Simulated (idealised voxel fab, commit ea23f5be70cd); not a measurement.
The process module presented herein is designated voxel wiring stack.
Square cell edge 5 nm, section width 220 nm, ID cut.
In this document a cross-section is written as a grid of square cells. It is given as a series of bands, listed from the top down, and a band is one or more rows of cells.
Band entry format. Leading values: height of top, height of bottom, nm. Remainder: materials in left-to-right order, each with its width in nm. Special words: "edge to edge" on a single material, which then fills the band edge to edge; "air", empty space.
Where do heights start? At 0: under that level the wafer as delivered is made of one material only. And the lowest band has no floor; it just carries on downward, as in "z 0 and below".
The two numbers in a width such as "30..40" mark its ends across the band: the first belongs to the top row of cells, the second to the bottom row, and from each row to the next the width moves by the same amount.
A step reported as "no alterations made" is a step in which no cell of the cross-section changed.
Entry "Closed internal cavities" = empty spaces >= 8 cells with no open way to the top; each as width x height at distance, distance from left edge, all nm.
On each step's line, the part that comes after the settings is the simulator's own comment on the step.
The "overlay nm" setting may appear on a step's line; for a step that uses a mask, it gives how far to the right of its planned position the mask lay, and a negative value indicates the left.
### Below is the list of planned process steps
- 1: RECEIVE (material Si)
- 2: CONFORMAL_DEP (material SiO2; thk nm 10)
- 3: DIRECTIONAL_DEP (material TiN; thk nm 5)
- 4: DIRECTIONAL_DEP (material Ru; thk nm 20)
- 5: DIRECTIONAL_DEP (material aC; thk nm 15)
- 6: PATTERN (tone cover; mask id METAL_1; material resist; width nm 20; pitch nm 45; thk nm 35; overlay nm 0)
- 7: DIRECTIONAL_ETCH (etch materials aC; depth nm 15)
- 8: STRIP (etch materials resist)
- 9: DIRECTIONAL_ETCH (etch materials Ru; depth nm 20)
- 10: DIRECTIONAL_ETCH (etch materials TiN; depth nm 5)
- 11: STRIP (etch materials aC)
- 12: CONFORMAL_DEP (material SiCN; thk nm 5)
- 13: FILL_DEP (material lowk; thk nm 5)
- 14: CMP (height nm 35)
- 15: CONFORMAL_DEP (material SiCN; thk nm 5)
- 16: DIRECTIONAL_DEP (material lowk; thk nm 15)
- 17: DIRECTIONAL_DEP (material aC; thk nm 10)
- 18: PATTERN (tone open; mask id PLUG_1; material resist; width nm 15; pitch nm 45; thk nm 25; overlay nm 0)
- 19: DIRECTIONAL_ETCH (etch materials aC; depth nm 10)
- 20: STRIP (etch materials resist)
- 21: DIRECTIONAL_ETCH (etch materials lowk; depth nm 15)
- 22: DIRECTIONAL_ETCH (etch materials SiCN; depth nm 5)
- 23: STRIP (etch materials aC)
- 24: EPI (material Ru; thk nm 10)
- 25: EPI (material Ru; thk nm 10)
- 26: DIRECTIONAL_DEP (material TiN; thk nm 5)
- 27: DIRECTIONAL_DEP (material W; thk nm 25)
- 28: DIRECTIONAL_DEP (material aC; thk nm 15)
- 29: PATTERN (tone cover; mask id METAL_2; material resist; width nm 20; pitch nm 45; thk nm 30; overlay nm 0)
- 30: DIRECTIONAL_ETCH (etch materials aC; depth nm 15)
- 31: STRIP (etch materials resist)
- 32: DIRECTIONAL_ETCH (etch materials W; depth nm 25)
- 33: DIRECTIONAL_ETCH (etch materials TiN; depth nm 5)
- 34: STRIP (etch materials aC)
- 35: FILL_DEP (material lowk; thk nm 10)
- 36: CMP (height nm 85)
- 37: CONFORMAL_DEP (material SiCN; thk nm 5)
- 38: DIRECTIONAL_DEP (material lowk; thk nm 30)
- 39: PATTERN (tone open; mask id METAL_3; material resist; width nm 20; pitch nm 45; thk nm 20; overlay nm 0)
- 40: DIRECTIONAL_ETCH (etch materials lowk; depth nm 15)
- 41: STRIP (etch materials resist)
- 42: MASKED_ETCH (tone open; mask id METAL_3_HOLES; width nm 15; pitch nm 45; etch materials lowk; depth nm 15; overlay nm 0)
- 43: MASKED_ETCH (tone open; mask id METAL_3_HOLES; width nm 15; pitch nm 45; etch materials SiCN; depth nm 5; overlay nm 0)
- 44: CONFORMAL_DEP (material TiN; thk nm 5)
- 45: FILL_DEP (material Cu; thk nm 5)
- 46: CMP (height nm 120)
- 47: CONFORMAL_DEP (material SiN; thk nm 5)
### First wafer of two (run as planned)
### This is the cross-section of the wafer as we received it, i.e. after step 1
  z 0 and below | Si edge to edge
  Closed internal cavities: none
### after step 2
  z 10 to 0 | SiO2 edge to edge
  Nothing below the height 0 has changed.
### after step 3
  z 15 to 10 | TiN edge to edge
  Nothing below the height 10 has changed.
### after step 4
  z 35 to 15 | Ru edge to edge
  Nothing below the height 15 has changed.
### after step 5
  z 50 to 35 | aC edge to edge
  Nothing below the height 35 has changed.
### after step 6
  z 85 to 50 | air 75, resist 20, air 25, resist 20, air 80
  Nothing below the height 50 has changed.
### after step 7
  z 70 to 50 | air 75, resist 20, air 25, resist 20, air 80
  z 50 to 35 | air 75, aC 20, air 25, aC 20, air 80
  Nothing below the height 35 has changed.
### after step 8
  z 50 to 35 | air 75, aC 20, air 25, aC 20, air 80
  Nothing below the height 35 has changed.
### after step 9
  z 50 to 35 | air 75, aC 20, air 25, aC 20, air 80
  z 35 to 15 | air 75, Ru 20, air 25, Ru 20, air 80
  Nothing below the height 15 has changed.
### after step 10
  z 50 to 35 | air 75, aC 20, air 25, aC 20, air 80
  z 35 to 15 | air 75, Ru 20, air 25, Ru 20, air 80
  z 15 to 10 | air 75, TiN 20, air 25, TiN 20, air 80
  Nothing below the height 10 has changed.
### after step 11
  z 35 to 15 | air 75, Ru 20, air 25, Ru 20, air 80
  Nothing below the height 15 has changed.
### after step 12
  z 40 to 35 | air 70, SiCN 30, air 15, SiCN 30, air 75
  z 35 to 15 | air 70, SiCN 5, Ru 20, SiCN 5, air 15, SiCN 5, Ru 20, SiCN 5, air 75
  z 15 to 10 | SiCN 75, TiN 20, SiCN 25, TiN 20, SiCN 80
  Nothing below the height 10 has changed.
### after step 13
  z 45 to 40 | lowk edge to edge
  z 40 to 35 | lowk 70, SiCN 30, lowk 15, SiCN 30, lowk 75
  z 35 to 15 | lowk 70, SiCN 5, Ru 20, SiCN 5, lowk 15, SiCN 5, Ru 20, SiCN 5, lowk 75
  Nothing below the height 15 has changed.
### after step 14
  z 35 to 15 | lowk 70, SiCN 5, Ru 20, SiCN 5, lowk 15, SiCN 5, Ru 20, SiCN 5, lowk 75
  Nothing below the height 15 has changed.
### after step 15
  z 40 to 35 | SiCN edge to edge
  Nothing below the height 35 has changed.
### after step 16
  z 55 to 40 | lowk edge to edge
  Nothing below the height 40 has changed.
### after step 17
  z 65 to 55 | aC edge to edge
  Nothing below the height 55 has changed.
### after step 18
  z 90 to 65 | resist 75, air 15, resist 30, air 15, resist 85
  Nothing below the height 65 has changed.
### after step 19
  z 80 to 65 | resist 75, air 15, resist 30, air 15, resist 85
  z 65 to 55 | aC 75, air 15, aC 30, air 15, aC 85
  Nothing below the height 55 has changed.
### after step 20
  z 65 to 55 | aC 75, air 15, aC 30, air 15, aC 85
  Nothing below the height 55 has changed.
### after step 21
  z 65 to 55 | aC 75, air 15, aC 30, air 15, aC 85
  z 55 to 40 | lowk 75, air 15, lowk 30, air 15, lowk 85
  Nothing below the height 40 has changed.
### after step 22
  z 65 to 55 | aC 75, air 15, aC 30, air 15, aC 85
  z 55 to 40 | lowk 75, air 15, lowk 30, air 15, lowk 85
  z 40 to 35 | SiCN 75, air 15, SiCN 30, air 15, SiCN 85
  Nothing below the height 35 has changed.
### after step 23
  z 55 to 40 | lowk 75, air 15, lowk 30, air 15, lowk 85
  Nothing below the height 40 has changed.
### after step 24
  z 55 to 45 | lowk 75, air 15, lowk 30, air 15, lowk 85
  z 45 to 40 | lowk 75, Ru 15, lowk 30, Ru 15, lowk 85
  z 40 to 35 | SiCN 75, Ru 15, SiCN 30, Ru 15, SiCN 85
  Nothing below the height 35 has changed.
### after step 25
  z 55 to 40 | lowk 75, Ru 15, lowk 30, Ru 15, lowk 85
  Nothing below the height 40 has changed.
### after step 26
  z 60 to 55 | TiN edge to edge
  Nothing below the height 55 has changed.
### after step 27
  z 85 to 60 | W edge to edge
  Nothing below the height 60 has changed.
### after step 28
  z 100 to 85 | aC edge to edge
  Nothing below the height 85 has changed.
### after step 29
  z 130 to 100 | air 75, resist 20, air 25, resist 20, air 80
  Nothing below the height 100 has changed.
### after step 30
  z 115 to 100 | air 75, resist 20, air 25, resist 20, air 80
  z 100 to 85 | air 75, aC 20, air 25, aC 20, air 80
  Nothing below the height 85 has changed.
### after step 31
  z 100 to 85 | air 75, aC 20, air 25, aC 20, air 80
  Nothing below the height 85 has changed.
### after step 32
  z 100 to 85 | air 75, aC 20, air 25, aC 20, air 80
  z 85 to 60 | air 75, W 20, air 25, W 20, air 80
  Nothing below the height 60 has changed.
### after step 33
  z 100 to 85 | air 75, aC 20, air 25, aC 20, air 80
  z 85 to 60 | air 75, W 20, air 25, W 20, air 80
  z 60 to 55 | air 75, TiN 20, air 25, TiN 20, air 80
  Nothing below the height 55 has changed.
### after step 34
  z 85 to 60 | air 75, W 20, air 25, W 20, air 80
  Nothing below the height 60 has changed.
### after step 35
  z 95 to 85 | lowk edge to edge
  z 85 to 60 | lowk 75, W 20, lowk 25, W 20, lowk 80
  z 60 to 55 | lowk 75, TiN 20, lowk 25, TiN 20, lowk 80
  Nothing below the height 55 has changed.
### after step 36
  z 85 to 60 | lowk 75, W 20, lowk 25, W 20, lowk 80
  Nothing below the height 60 has changed.
### after step 37
  z 90 to 85 | SiCN edge to edge
  Nothing below the height 85 has changed.
### after step 38
  z 120 to 90 | lowk edge to edge
  Nothing below the height 90 has changed.
### after step 39
  z 140 to 120 | resist 75, air 20, resist 25, air 20, resist 80
  Nothing below the height 120 has changed.
### after step 40
  z 140 to 120 | resist 75, air 20, resist 25, air 20, resist 80
  z 120 to 105 | lowk 75, air 20, lowk 25, air 20, lowk 80
  Nothing below the height 105 has changed.
### after step 41
  z 120 to 105 | lowk 75, air 20, lowk 25, air 20, lowk 80
  Nothing below the height 105 has changed.
### after step 42
  z 120 to 105 | lowk 75, air 20, lowk 25, air 20, lowk 80
  z 105 to 90 | lowk 75, air 15, lowk 30, air 15, lowk 85
  Nothing below the height 90 has changed.
### after step 43
  z 120 to 105 | lowk 75, air 20, lowk 25, air 20, lowk 80
  z 105 to 90 | lowk 75, air 15, lowk 30, air 15, lowk 85
  z 90 to 85 | SiCN 75, air 15, SiCN 30, air 15, SiCN 85
  Nothing below the height 85 has changed.
### after step 44
  z 125 to 120 | TiN 80, air 10, TiN 35, air 10, TiN 85
  z 120 to 110 | lowk 75, TiN 5, air 10, TiN 5, lowk 25, TiN 5, air 10, TiN 5, lowk 80
  z 110 to 105 | lowk 75, TiN 5, air 5, TiN 10, lowk 25, TiN 5, air 5, TiN 10, lowk 80
  z 105 to 90 | lowk 75, TiN 5, air 5, TiN 5, lowk 30, TiN 5, air 5, TiN 5, lowk 85
  z 90 to 85 | SiCN 75, TiN 15, SiCN 30, TiN 15, SiCN 85
  Nothing below the height 85 has changed.
### after step 45
  z 130 to 125 | Cu edge to edge
  z 125 to 120 | TiN 80, Cu 10, TiN 35, Cu 10, TiN 85
  z 120 to 110 | lowk 75, TiN 5, Cu 10, TiN 5, lowk 25, TiN 5, Cu 10, TiN 5, lowk 80
  z 110 to 105 | lowk 75, TiN 5, Cu 5, TiN 10, lowk 25, TiN 5, Cu 5, TiN 10, lowk 80
  z 105 to 90 | lowk 75, TiN 5, Cu 5, TiN 5, lowk 30, TiN 5, Cu 5, TiN 5, lowk 85
  Nothing below the height 90 has changed.
### after step 46
  z 120 to 110 | lowk 75, TiN 5, Cu 10, TiN 5, lowk 25, TiN 5, Cu 10, TiN 5, lowk 80
  Nothing below the height 110 has changed.
### after step 47
  z 125 to 120 | SiN edge to edge
  Nothing below the height 120 has changed.
### The second wafer began exactly as the first did and followed the same plan, but one mistake was made while running it; through step 36 inclusive, the two wafers are identical
### Planned end of step 37: second wafer, cross-section
  z 115 to 85 | lowk edge to edge
  Nothing below the height 85 has changed.
### Planned end of step 38: second wafer, cross-section
  z 120 to 115 | SiCN edge to edge
  Nothing below the height 115 has changed.
### Planned end of step 39: second wafer, cross-section
  z 140 to 120 | resist 75, air 20, resist 25, air 20, resist 80
  Nothing below the height 120 has changed.
Planned end of step 40: second wafer, cross-section: no alterations made
### Planned end of step 41: second wafer, cross-section
  z 120 to 115 | SiCN edge to edge
  Nothing below the height 115 has changed.
Planned end of step 42: second wafer, cross-section: no alterations made
### Planned end of step 43: second wafer, cross-section
  z 120 to 115 | SiCN 75, air 15, SiCN 30, air 15, SiCN 85
  Nothing below the height 115 has changed.
### Planned end of step 44: second wafer, cross-section
  z 125 to 120 | TiN 80, air 5, TiN 40, air 5, TiN 90
  z 120 to 115 | SiCN 75, TiN 15, SiCN 30, TiN 15, SiCN 85
  Nothing below the height 115 has changed.
### Planned end of step 45: second wafer, cross-section
  z 130 to 125 | Cu edge to edge
  z 125 to 120 | TiN 80, Cu 5, TiN 40, Cu 5, TiN 90
  Nothing below the height 120 has changed.
### Planned end of step 46: second wafer, cross-section
  z 120 to 115 | SiCN 75, TiN 15, SiCN 30, TiN 15, SiCN 85
  Nothing below the height 115 has changed.
### Planned end of step 47: second wafer, cross-section
  z 125 to 120 | SiN edge to edge
  Nothing below the height 120 has changed.
Short version of what went wrong: the intended sequence of steps 37 and 38 was reversed during processing, with each occupying the position of the other
End of process, cell counts, second wafer against first, materials with more or fewer: Cu: 16 fewer, TiN: 26 fewer, lowk: 42 more
